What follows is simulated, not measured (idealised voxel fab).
Process module, titled voxel self aligned vias
Cross-section cut: width 270 nm, square cells of 5 nm.
Format of a cross-section: grid, square cells. Given as bands. Order: top down. Band: one or more rows of cells. What a band's entry tells you: where the top is and where the bottom is, as heights in nm, and after that what lies inside, material by material from left to right, each with its width in nm. Empty space is written as the word "empty", and a single material marked with the word "edge to edge" occupies the band from edge to edge. Heights are measured from 0, the level below which the as-received wafer is all one material; the lowest band has no bottom and continues downward, written as in "top 0, no bottom". The width entry "30..40" should be interpreted row by row: the top row of cells in the band takes the first number, the bottom row takes the second number, and the change between adjacent rows is uniform throughout. Basically "identical to before" means that step didn't change any cell in the cross-section. "Sealed cavities" lists enclosed empty spaces (at least 8 cells, no open path upward to the top), each as width x height at distance from the left edge, in nm. On each step's line, the part that comes after the settings is the simulator's own comment on the step. overlay nm: right-of-plan distance of the mask on a masked step; negative values mean left-of-plan.
The planned process steps are enumerated hereunder:
1) RECEIVE with material Si
2) CONFORMAL_DEP with material SiO2, thk nm 15
3) CONFORMAL_DEP with material SiCN, thk nm 5
4) DIRECTIONAL_DEP with material lowk, thk nm 30
5) MASKED_ETCH with tone open, mask id LINES, width nm 25, pitch nm 75, etch materials lowk, depth nm 30, overlay nm 0
6) CONFORMAL_DEP with material TiN, thk nm 5
7) FILL_DEP with material W, thk nm 10
8) CMP with height nm 50
9) SELECTIVE_ETCH with etch materials W Ru TiN, depth nm 5
10) FILL_DEP with material SiN, thk nm 5
11) CMP with height nm 50
12) DIRECTIONAL_DEP with material lowk, thk nm 15
13) MASKED_ETCH with tone open, mask id VIAS, width nm 45, pitch nm 75, etch materials lowk, depth nm 15, overlay nm 0
14) MASKED_ETCH with tone open, mask id VIAS, width nm 45, pitch nm 75, etch materials SiN, depth nm 5, overlay nm 0
15) CONFORMAL_DEP with material TiN, thk nm 5
16) FILL_DEP with material Cu, thk nm 10
17) CMP with height nm 65
18) CONFORMAL_DEP with material SiN, thk nm 5
Here's what the wafer looked like in cross-section when it arrived - that's after step 1:
	top 0, no bottom = Si edge to edge
	Sealed cavities: none
Cross-section taken at module completion on the first of two wafers; processed per the plan:
	top 70, bottom 65 = SiN edge to edge
	top 65, bottom 55 = lowk 35, TiN 5, Cu 35, TiN 5, lowk 30, TiN 5, Cu 35, TiN 5, lowk 30, TiN 5, Cu 35, TiN 5, lowk 40
	top 55, bottom 50 = lowk 35, TiN 15, Cu 15, TiN 15, lowk 30, TiN 15, Cu 15, TiN 15, lowk 30, TiN 15, Cu 15, TiN 15, lowk 40
	top 50, bottom 45 = lowk 45, TiN 25, lowk 50, TiN 25, lowk 50, TiN 25, lowk 50
	top 45, bottom 25 = lowk 45, TiN 5, W 15, TiN 5, lowk 50, TiN 5, W 15, TiN 5, lowk 50, TiN 5, W 15, TiN 5, lowk 50
	top 25, bottom 20 = lowk 45, TiN 25, lowk 50, TiN 25, lowk 50, TiN 25, lowk 50
	top 20, bottom 15 = SiCN edge to edge
	top 15, bottom 0 = SiO2 edge to edge
	top 0, no bottom = Si edge to edge
	Sealed cavities: none
Wafer two cross-section, module end. Start and plan unchanged from wafer one; one mistake made during the run:
	top 70, bottom 65 = SiN edge to edge
	top 65, bottom 55 = Cu 30, TiN 5, lowk 45, TiN 5, Cu 20, TiN 5, lowk 45, TiN 5, Cu 20, TiN 5, lowk 45, TiN 5, Cu 35
	top 55, bottom 50 = TiN 35, lowk 45, TiN 30, lowk 45, TiN 30, lowk 45, TiN 40
	top 50, bottom 45 = lowk 45, SiN 25, lowk 50, SiN 25, lowk 50, SiN 25, lowk 50
	top 45, bottom 25 = lowk 45, TiN 5, W 15, TiN 5, lowk 50, TiN 5, W 15, TiN 5, lowk 50, TiN 5, W 15, TiN 5, lowk 50
	top 25, bottom 20 = lowk 45, TiN 25, lowk 50, TiN 25, lowk 50, TiN 25, lowk 50
	top 20, bottom 15 = SiCN edge to edge
	top 15, bottom 0 = SiO2 edge to edge
	top 0, no bottom = Si edge to edge
	Sealed cavities: none
Finding, execution versus plan: step 13 deviated from plan and actually ran as MASKED_ETCH with tone cover, mask id VIAS, width nm 45, pitch nm 75, etch materials lowk, depth nm 15, overlay nm 0
Final difference in cells, second wafer against first, listed per material as more or fewer: Cu: 9 fewer, SiN: 15 more, TiN: 6 fewer
